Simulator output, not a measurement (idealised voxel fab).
Process module in this document: voxel ribs on slabs
We display cut, a cross-section 220 nm in width whose square cells are each 5 nm.
Format of a cross-section: grid, square cells. Given as bands. Order: top down. Band: one or more rows of cells.
Band: top height; bottom height; in nm. Then, left to right: material with width in nm, for each material. "everywhere": a single material spanning edge to edge. "air": empty space.
Heights from 0 (as-received wafer is one material below). Bottom band endless downward, as "top 0, no bottom".
Note: "30..40" means the width goes from the first number (top row of the band) to the second number (bottom row) in equal steps per row of cells.
Key: "changes: none" - step with no changed cell in the cross-section.
What "Trapped cavities" gives you is every empty space of 8 cells or more that is cut off from the top. Each appears as width x height at distance, with the distance taken from the left edge and width, height and distance all in nm.
Heads up: the bit after the settings on a step's line is the simulator's remark on that step.
A step's line can hold "overlay nm"; with a mask on that step, the setting says how far right of the planned place the mask lay, while a negative setting says it lay to the left.
plan:
1,RECEIVE | material Si
2,DIRECTIONAL_DEP | material SiO2 | thk nm 20
3,DIRECTIONAL_DEP | material SiN | thk nm 15
4,PATTERN | tone cover | mask id RIB | material resist | width nm 20 | thk nm 15 | overlay nm 0
5,DIRECTIONAL_ETCH | etch materials SiN | depth nm 5
6,STRIP | etch materials resist
7,PATTERN | tone cover | mask id SLAB | material resist | width nm 60 | thk nm 20 | overlay nm 0
8,DIRECTIONAL_ETCH | etch materials SiN | depth nm 5
9,STRIP | etch materials resist
10,FILL_DEP | material SiO2 | thk nm 20
11,CMP | height nm 45
12,DIRECTIONAL_DEP | material W | thk nm 5
13,PATTERN | tone cover | mask id HEATER | material resist | width nm 30 | thk nm 20 | overlay nm 0
14,DIRECTIONAL_ETCH | etch materials W | depth nm 5
15,STRIP | etch materials resist
16,CONFORMAL_DEP | material SiN | thk nm 10
The plan's step 5 depth nm is the first wafer's value; the wafers differ in this setting and start identical.
First wafer of several, as received: cross-section after step 1:
    top 0, no bottom = Si everywhere
    Trapped cavities: none
The cross-section of the first of several wafers is given below for the end of the module, after its final step, step 16:
    top 60, bottom 55 = 85 nm air; 50 nm SiN; 85 nm air
    top 55, bottom 50 = SiN everywhere
    top 50, bottom 45 = 95 nm SiN; 30 nm W; 95 nm SiN
    top 45, bottom 35 = SiO2 everywhere
    top 35, bottom 25 = 100..80 nm SiO2; 20..60 nm SiN; 100..80 nm SiO2
    top 25, bottom 20 = SiN everywhere
    top 20, bottom 0 = SiO2 everywhere
    top 0, no bottom = Si everywhere
    Trapped cavities: none
Final wafer cross-section at module end:
    top 60, bottom 55 = 85 nm air; 50 nm SiN; 85 nm air
    top 55, bottom 50 = SiN everywhere
    top 50, bottom 45 = 95 nm SiN; 30 nm W; 95 nm SiN
    top 45, bottom 35 = SiO2 everywhere
    top 35, bottom 20 = 100 nm SiO2; 20 nm SiN; 100 nm SiO2
    top 20, bottom 0 = SiO2 everywhere
    top 0, no bottom = Si everywhere
    Trapped cavities: none
Wafer rows, end of module: cells per material gained (+) or lost (-) since receipt; closed voids last:
depth nm 5 | +152 SiN | +336 SiO2 | +6 W | Trapped cavities: none
depth nm 10 | +112 SiN | +376 SiO2 | +6 W | Trapped cavities: none
depth nm 15 | +104 SiN | +384 SiO2 | +6 W | Trapped cavities: none
depth nm 20 | +104 SiN | +384 SiO2 | +6 W | Trapped cavities: none
depth nm 25 | +104 SiN | +384 SiO2 | +6 W | Trapped cavities: none
